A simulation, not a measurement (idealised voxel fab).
This is a process module. Its name is voxel plated lines.
We display cut, a cross-section 185 nm in width whose square cells are each 5 nm.
A cross-section in this document is a grid of square cells, and it is written down as bands, the top band listed before the ones below it; a band is made up of one or more rows of cells.
The entry gives the band's vertical extent as a top height and a bottom height in nm, then its horizontal make-up as materials from left to right, each with a width in nm. "empty" stands for empty space; a single material marked "throughout" fills the band edge to edge.
A quick word on heights: they are counted from 0, and under that level the wafer as it came to us is one material throughout. The lowest band is different from the rest in having no bottom; it simply continues downward, written as in "top 0, no bottom".
Quick explanation for "30->40": the width changes in equal steps down the rows of cells, from the first number in the band's top row to the second number in its bottom row.
It should be understood that the words "nothing changed", when stated for a given step, signify that the cross-section underwent no change in any of its cells during that step.
"Closed empty spaces" enumerates empty spaces isolated from the top, with no open way to it, that contain at least 8 cells, giving each as width x height at distance from the left edge, all three in nm.
Text after the settings on a step's line: the simulator's own remark on that step.
When a step includes a mask, the "overlay nm" setting on its line states how far to the right of its planned place that mask lay, and negative values state how far to the left.
Below is the list of planned process steps
- 1: RECEIVE with material Si
- 2: CONFORMAL_DEP with material SiO2, thk nm 10
- 3: DIRECTIONAL_DEP with material TiN, thk nm 5
- 4: PATTERN with tone open, mask id LINES, material resist, width nm 15, pitch nm 35, thk nm 30, overlay nm 0
- 5: EPI with material Ru, thk nm 10
- 6: EPI with material Ru, thk nm 10
- 7: STRIP with etch materials resist
- 8: DIRECTIONAL_ETCH with etch materials TiN, depth nm 5
- 9: CONFORMAL_DEP with material SiO2, thk nm 5
as received, after step 1
* top 0, no bottom  Si throughout
* Closed empty spaces: none
Module complete, cross-section. Starting point and plan per above. One mistake made in running the module
* top 50, bottom 45  25 nm empty, 25 nm SiO2, 10 nm empty, 25 nm SiO2, 10 nm empty, 25 nm SiO2, 10 nm empty, 25 nm SiO2, 30 nm empty
* top 45, bottom 25  25 nm empty, 5 nm SiO2, 15 nm Ru, 5 nm SiO2, 10 nm empty, 5 nm SiO2, 15 nm Ru, 5 nm SiO2, 10 nm empty, 5 nm SiO2, 15 nm Ru, 5 nm SiO2, 10 nm empty, 5 nm SiO2, 15 nm Ru, 5 nm SiO2, 30 nm empty
* top 25, bottom 20  30 nm SiO2, 15 nm TiN, 20 nm SiO2, 15 nm TiN, 20 nm SiO2, 15 nm TiN, 20 nm SiO2, 15 nm TiN, 35 nm SiO2
* top 20, bottom 10  TiN throughout
* top 10, bottom 0  SiO2 throughout
* top 0, no bottom  Si throughout
* Closed empty spaces: none
Against the plan, the run slipped here: step 3 ran as: DIRECTIONAL_DEP with material TiN, thk nm 15
